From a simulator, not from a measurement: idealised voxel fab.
process module | voxel self aligned contacts
cross-section cut | 290 nm wide | cells 5 nm
A cross-section is a grid of square cells, given in bands from the top down. A band is one or more rows of cells.
Each band's line starts with the height of the band's top and of its bottom, in nm. Then come its materials from left to right, each with its width in nm. One material with "throughout" fills the band from edge to edge. "air" is empty space.
Height 0 is the level under which the wafer as received is all one material. The lowest band goes on downwards, as in "0 down".
A width such as "30 to 40" changes by the same amount from each row of cells to the next, from the band's top row to its bottom row.
"no change" after a step means that no cell of the cross-section changed.
closed voids: empty space of 8 cells or more with no open way to the top, each as width x height at its distance from the left edge, in nm
after a step's settings: what the simulator itself notes on the step
overlay nm, on a step with a mask: how far to the right of its planned place the mask lay; to the left if negative
plan
1 op RECEIVE | material Si
2 op CONFORMAL_DEP | material SiO2 | thk nm 5
3 op DIRECTIONAL_DEP | material polySi | thk nm 20
4 op DIRECTIONAL_DEP | material SiN | thk nm 25
5 op DIRECTIONAL_DEP | material aC | thk nm 15
6 op PATTERN | tone cover | mask id GATE | material resist | width nm 30 | pitch nm 65 | thk nm 35 | overlay nm -15
7 op DIRECTIONAL_ETCH | etch materials aC | depth nm 15
8 op STRIP | etch materials resist
9 op DIRECTIONAL_ETCH | etch materials SiN | depth nm 25
10 op DIRECTIONAL_ETCH | etch materials polySi | depth nm 20
11 op STRIP | etch materials aC
12 op CONFORMAL_DEP | material SiN | thk nm 10
13 op DIRECTIONAL_ETCH | etch materials SiN | depth nm 10
14 op FILL_DEP | material SiO2 | thk nm 15
15 op CMP | height nm 60
16 op DIRECTIONAL_DEP | material aC | thk nm 10
17 op PATTERN | tone open | mask id CONTACT | material resist | width nm 45 | pitch nm 65 | thk nm 25 | overlay nm 0
18 op DIRECTIONAL_ETCH | etch materials aC | depth nm 10
19 op STRIP | etch materials resist
20 op DIRECTIONAL_ETCH | etch materials SiO2 | depth nm 60
21 op STRIP | etch materials aC
22 op CONFORMAL_DEP | material TiN | thk nm 5
23 op FILL_DEP | material Ru | thk nm 10
24 op CMP | height nm 60
25 op CONFORMAL_DEP | material SiN | thk nm 5
varied across the wafers: overlay nm of step 6. The plan shows the first wafer's value. All wafers start alike
first wafer as received, after step 1
  0 down: Si throughout
  closed voids: none
each wafer at the end: cells of each material gained (+) or lost (-) since it was received, then its closed voids
overlay nm -15 | +34 Ru | +256 SiN | +330 SiO2 | +62 TiN | +72 polySi | closed voids: none
overlay nm -10 | +34 Ru | +256 SiN | +330 SiO2 | +62 TiN | +72 polySi | closed voids: none
overlay nm -5 | +34 Ru | +256 SiN | +330 SiO2 | +62 TiN | +72 polySi | closed voids: none
overlay nm 0 | +34 Ru | +256 SiN | +330 SiO2 | +62 TiN | +72 polySi | closed voids: none
overlay nm 5 | +34 Ru | +256 SiN | +330 SiO2 | +62 TiN | +72 polySi | closed voids: none
overlay nm 10 | +34 Ru | +256 SiN | +330 SiO2 | +62 TiN | +72 polySi | closed voids: none
overlay nm 15 | +34 Ru | +256 SiN | +330 SiO2 | +62 TiN | +72 polySi | closed voids: none
